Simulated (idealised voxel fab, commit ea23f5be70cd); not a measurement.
process module | voxel released beams
cross-section cut | 190 nm wide | cells 5 nm
A cross-section is a grid of square cells, given in bands from the top down. A band is one or more rows of cells.
Each band's line starts with the height of the band's top and of its bottom, in nm. Then come its materials from left to right, each with its width in nm. One material with "throughout" fills the band from edge to edge. "air" is empty space.
Height 0 is the level under which the wafer as received is all one material. The lowest band goes on downwards, as in "0 down".
A width such as "30 to 40" changes by the same amount from each row of cells to the next, from the band's top row to its bottom row.
"no change" after a step means that no cell of the cross-section changed.
closed voids: empty space of 8 cells or more with no open way to the top, each as width x height at its distance from the left edge, in nm
after a step's settings: what the simulator itself notes on the step
overlay nm, on a step with a mask: how far to the right of its planned place the mask lay; to the left if negative
plan
1 op RECEIVE | material Si
2 op CONFORMAL_DEP | material SiN | thk nm 5
3 op DIRECTIONAL_DEP | material SiO2 | thk nm 20
4 op PATTERN | tone open | mask id ANCHOR | material resist | width nm 45 | thk nm 15 | overlay nm 0
5 op DIRECTIONAL_ETCH | etch materials SiO2 | depth nm 20
6 op STRIP | etch materials resist
7 op CONFORMAL_DEP | material TiN | thk nm 15
8 op PATTERN | tone cover | mask id BEAM | material resist | width nm 130 | thk nm 15 | overlay nm 0
9 op DIRECTIONAL_ETCH | etch materials TiN | depth nm 15
10 op STRIP | etch materials resist
11 op STRIP | etch materials SiO2
first wafer, as planned
as received, after step 1
  0 down: Si throughout
  closed voids: none
after step 2
  5 to 0: SiN throughout
  below 0: unchanged
after step 3
  25 to 5: SiO2 throughout
  below 5: unchanged
after step 4
  40 to 25: resist 30 | air 45 | resist 115
  below 25: unchanged
after step 5
  40 to 25: resist 30 | air 45 | resist 115
  25 to 5: SiO2 30 | air 45 | SiO2 115
  below 5: unchanged
after step 6
  25 to 5: SiO2 30 | air 45 | SiO2 115
  below 5: unchanged
after step 7
  40 to 25: TiN 45 | air 15 | TiN 130
  25 to 20: SiO2 30 | TiN 15 | air 15 | TiN 15 | SiO2 115
  20 to 5: SiO2 30 | TiN 45 | SiO2 115
  below 5: unchanged
after step 8
  55 to 40: air 25 | resist 130 | air 35
  40 to 25: TiN 45 | resist 15 | TiN 130
  25 to 20: SiO2 30 | TiN 15 | resist 15 | TiN 15 | SiO2 115
  below 20: unchanged
after step 9
  55 to 40: air 25 | resist 130 | air 35
  40 to 25: air 25 | TiN 20 | resist 15 | TiN 95 | air 35
  below 25: unchanged
after step 10
  40 to 25: air 25 | TiN 20 | air 15 | TiN 95 | air 35
  25 to 20: SiO2 30 | TiN 15 | air 15 | TiN 15 | SiO2 115
  below 20: unchanged
after step 11
  40 to 25: air 25 | TiN 20 | air 15 | TiN 95 | air 35
  25 to 20: air 30 | TiN 15 | air 15 | TiN 15 | air 115
  20 to 5: air 30 | TiN 45 | air 115
  below 5: unchanged
second wafer: like start, like plan, one mistake. Through step 1 it matches the first wafer
when step 2 should have ended: no change
when step 3 should have ended
  20 to 0: SiO2 throughout
  below 0: unchanged
when step 4 should have ended
  35 to 20: resist 30 | air 45 | resist 115
  below 20: unchanged
when step 5 should have ended
  35 to 20: resist 30 | air 45 | resist 115
  20 to 0: SiO2 30 | air 45 | SiO2 115
  below 0: unchanged
when step 6 should have ended
  20 to 0: SiO2 30 | air 45 | SiO2 115
  below 0: unchanged
when step 7 should have ended
  35 to 20: TiN 45 | air 15 | TiN 130
  20 to 15: SiO2 30 | TiN 15 | air 15 | TiN 15 | SiO2 115
  15 to 0: SiO2 30 | TiN 45 | SiO2 115
  below 0: unchanged
when step 8 should have ended
  50 to 35: air 25 | resist 130 | air 35
  35 to 20: TiN 45 | resist 15 | TiN 130
  20 to 15: SiO2 30 | TiN 15 | resist 15 | TiN 15 | SiO2 115
  below 15: unchanged
when step 9 should have ended
  50 to 35: air 25 | resist 130 | air 35
  35 to 20: air 25 | TiN 20 | resist 15 | TiN 95 | air 35
  below 20: unchanged
when step 10 should have ended
  35 to 20: air 25 | TiN 20 | air 15 | TiN 95 | air 35
  20 to 15: SiO2 30 | TiN 15 | air 15 | TiN 15 | SiO2 115
  below 15: unchanged
when step 11 should have ended
  35 to 20: air 25 | TiN 20 | air 15 | TiN 95 | air 35
  20 to 15: air 30 | TiN 15 | air 15 | TiN 15 | air 115
  15 to 0: air 30 | TiN 45 | air 115
  below 0: unchanged
what went wrong: step 2 was left out
at the end the second wafer has, in cells: 38 fewer of SiN
